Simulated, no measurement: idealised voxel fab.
Documented hereafter: the process module known as voxel air gaps.
Section cut is 205 nm wide and gridded with 5 nm square cells.
Think of the cross-section as a grid of square cells. We describe it in bands, top to bottom, and each band covers one or more rows of those cells.
In this notation a band is specified by the heights of its top and bottom, in that order and in nm, after which its materials appear from left to right, each paired with its width in nm. The word "throughout" attached to a single material means that material fills the band from edge to edge; the word "blank" stands for empty space.
Where do heights start? At 0: under that level the wafer as delivered is made of one material only. And the lowest band has no floor; it just carries on downward, as in "0 nm and below".
Width "30..40": first value at the band's top row of cells, second value at its bottom row, equal change from row to row.
Take "remains unaltered" at face value: in the step it is given for, the cross-section changed in none of its cells.
This entry, "Encapsulated voids", enumerates those empty regions of no fewer than 8 cells that possess no open connection to the top. Each region is reported in the form width x height at distance, the distance being taken from the left edge, with all three quantities expressed in nm.
Formally, on a step line, whatever follows the settings is a remark that the simulator itself makes on the step.
A step line may carry the setting "overlay nm", which, for steps involving a mask, states the distance by which the mask lay to the right of its intended position; negative values denote displacement to the left.

**List of planned process steps**
1) RECEIVE [material Si]
2) CONFORMAL_DEP [material SiO2] [thk nm 10]
3) CONFORMAL_DEP [material SiCN] [thk nm 5]
4) DIRECTIONAL_DEP [material SiO2] [thk nm 30]
5) PATTERN [tone open] [mask id LINES] [material resist] [width nm 20] [pitch nm 45] [thk nm 20] [overlay nm 0]
6) DIRECTIONAL_ETCH [etch materials SiO2] [depth nm 30]
7) STRIP [etch materials resist]
8) CONFORMAL_DEP [material TiN] [thk nm 5]
9) FILL_DEP [material Cu] [thk nm 10]
10) CMP [height nm 45]
11) EPI [material Ru] [thk nm 10]
12) SELECTIVE_ETCH [etch materials SiO2] [depth nm 40]
13) CONFORMAL_DEP [material SiCN] [thk nm 5]

**Here's what the wafer looked like in cross-section when it arrived - that's after step 1**
0 nm and below: Si throughout
Encapsulated voids: none

**End-of-module XS, first of two wafers, run as planned**
60 nm to 55 nm: blank (30)  SiCN (140)  blank (35)
55 nm to 45 nm: blank (30)  SiCN (5)  Ru (40)  SiCN (5)  Ru (40)  SiCN (5)  Ru (40)  SiCN (5)  blank (35)
45 nm to 40 nm: blank (30)  SiCN (15)  TiN (5)  Cu (10)  TiN (5)  SiCN (25)  TiN (5)  Cu (10)  TiN (5)  SiCN (25)  TiN (5)  Cu (10)  TiN (5)  SiCN (15)  blank (35)
40 nm to 20 nm: blank (40)  SiCN (5)  TiN (5)  Cu (10)  TiN (5)  SiCN (5)  blank (15)  SiCN (5)  TiN (5)  Cu (10)  TiN (5)  SiCN (5)  blank (15)  SiCN (5)  TiN (5)  Cu (10)  TiN (5)  SiCN (5)  blank (45)
20 nm to 15 nm: SiCN (45)  TiN (20)  SiCN (25)  TiN (20)  SiCN (25)  TiN (20)  SiCN (50)
15 nm to 10 nm: SiCN throughout
10 nm to 0 nm: SiO2 throughout
0 nm and below: Si throughout
Encapsulated voids: 15 x 20 at 70; 15 x 20 at 115

**Now the second wafer, cross-sectioned at the end of the module. Nothing different at the start, nothing different in the plan compared with the first, just one mistake when it was actually run**
60 nm to 55 nm: blank (30)  SiCN (140)  blank (35)
55 nm to 45 nm: blank (30)  SiCN (5)  Ru (40)  SiCN (5)  Ru (40)  SiCN (5)  Ru (40)  SiCN (5)  blank (35)
45 nm to 20 nm: blank (30)  SiCN (5)  Ru (10)  TiN (5)  Cu (10)  TiN (5)  Ru (10)  SiCN (5)  Ru (10)  TiN (5)  Cu (10)  TiN (5)  Ru (10)  SiCN (5)  Ru (10)  TiN (5)  Cu (10)  TiN (5)  Ru (10)  SiCN (5)  blank (35)
20 nm to 15 nm: SiCN (35)  Ru (10)  TiN (20)  Ru (10)  SiCN (5)  Ru (10)  TiN (20)  Ru (10)  SiCN (5)  Ru (10)  TiN (20)  Ru (10)  SiCN (40)
15 nm to 10 nm: SiCN throughout
10 nm to 0 nm: SiO2 throughout
0 nm and below: Si throughout
Encapsulated voids: none
Short version of what went wrong: steps 11 and 12 were swapped
Heads up, by the end the second wafer has more or fewer cells of some materials compared to the first: Ru +72, SiCN -32
Long story short, the first wafer ends with 2 closed voids and the second one with 0.
